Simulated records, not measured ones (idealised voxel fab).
Proc. module: voxel double patterning
Section shown: cut. Width: 190 nm. Cell size: 5 nm, square.
Square cells in a grid make up a cross-section in this document, and the grid is given as bands, listed from the top down, each one or more rows of cells. This entry defines a band. It first specifies the height of the band's top and the height of its bottom in nm, and then specifies the band's materials from left to right, stating each material with its width in nm. The word "everywhere" identifies a single material that fills the band from edge to edge, while the word "air" identifies empty space. Heights are reckoned from 0. Under this level, the received wafer is all of one material. The bottommost band is open-ended downward, for example "0 down". Per-row width for "30 to 40": begins at first number (top row of band), ends at second number (bottom row), increment between rows held constant. Given "nothing changed" for a step, no cell of the cross-section differs between before and after that step. Closed-off voids of 8+ cells (no open route to the top) go in "Internal closed voids", written width x height at distance from the left edge, in nm. Anything after a step's settings on that line? It's the simulator's own note about the step. "overlay nm" on a masked step: distance the mask lay right of its planned place, negative for left.
Set out below are the planned steps of the process:
| 1 | RECEIVE with material Si |
| 2 | CONFORMAL_DEP with material SiO2, thk nm 10 |
| 3 | DIRECTIONAL_DEP with material polySi, thk nm 10 |
| 4 | DIRECTIONAL_DEP with material SiCN, thk nm 10 |
| 5 | PATTERN with tone open, mask id FIRST, material resist, width nm 15, pitch nm 50, thk nm 20, overlay nm 0 |
| 6 | DIRECTIONAL_ETCH with etch materials SiCN, depth nm 10 |
| 7 | STRIP with etch materials resist |
| 8 | MASKED_ETCH with tone open, mask id SECOND, width nm 15, etch materials SiCN, depth nm 10, overlay nm 0 |
| 9 | DIRECTIONAL_ETCH with etch materials polySi, depth nm 10 |
| 10 | STRIP with etch materials SiCN |
The first wafer of two, processed as planned:
As-received wafer cross-section (after step 1):
    0 down = Si everywhere
    Internal closed voids: none
After step 2:
    10 to 0 = SiO2 everywhere
    Note: structure below 0 unchanged.
After step 3:
    20 to 10 = polySi everywhere
    Note: structure below 10 unchanged.
After step 4:
    30 to 20 = SiCN everywhere
    Note: structure below 20 unchanged.
After step 5:
    50 to 30 = resist 60, air 15, resist 35, air 15, resist 65
    Note: structure below 30 unchanged.
After step 6:
    50 to 30 = resist 60, air 15, resist 35, air 15, resist 65
    30 to 20 = SiCN 60, air 15, SiCN 35, air 15, SiCN 65
    Note: structure below 20 unchanged.
After step 7:
    30 to 20 = SiCN 60, air 15, SiCN 35, air 15, SiCN 65
    Note: structure below 20 unchanged.
After step 8:
    30 to 20 = SiCN 60, air 15, SiCN 10, air 15, SiCN 10, air 15, SiCN 65
    Note: structure below 20 unchanged.
After step 9:
    30 to 20 = SiCN 60, air 15, SiCN 10, air 15, SiCN 10, air 15, SiCN 65
    20 to 10 = polySi 60, air 15, polySi 10, air 15, polySi 10, air 15, polySi 65
    Note: structure below 10 unchanged.
After step 10:
    20 to 10 = polySi 60, air 15, polySi 10, air 15, polySi 10, air 15, polySi 65
    Note: structure below 10 unchanged.
Wafer two. Same start, same plan, one slip in execution. Same as wafer one through step 7, inclusive:
Second wafer cross-section, taken as of the time the plan sets for step 8 to be done:
    30 to 20 = SiCN 60, air 15, SiCN 15, air 15, SiCN 5, air 15, SiCN 65
    Note: structure below 20 unchanged.
Second wafer cross-section, taken as of the time the plan sets for step 9 to be done:
    30 to 20 = SiCN 60, air 15, SiCN 15, air 15, SiCN 5, air 15, SiCN 65
    20 to 10 = polySi 60, air 15, polySi 15, air 15, polySi 5, air 15, polySi 65
    Note: structure below 10 unchanged.
Second wafer cross-section, taken as of the time the plan sets for step 10 to be done:
    20 to 10 = polySi 60, air 15, polySi 15, air 15, polySi 5, air 15, polySi 65
    Note: structure below 10 unchanged.
The mistake made against the process plan was this: in deviation from the planned setting, step 8 was conducted as MASKED_ETCH with tone open, mask id SECOND, width nm 15, etch materials SiCN, depth nm 10, overlay nm 5
If you tally the cells, the second wafer ends up with the same amount of every material as the first; it's all just sitting in different places.
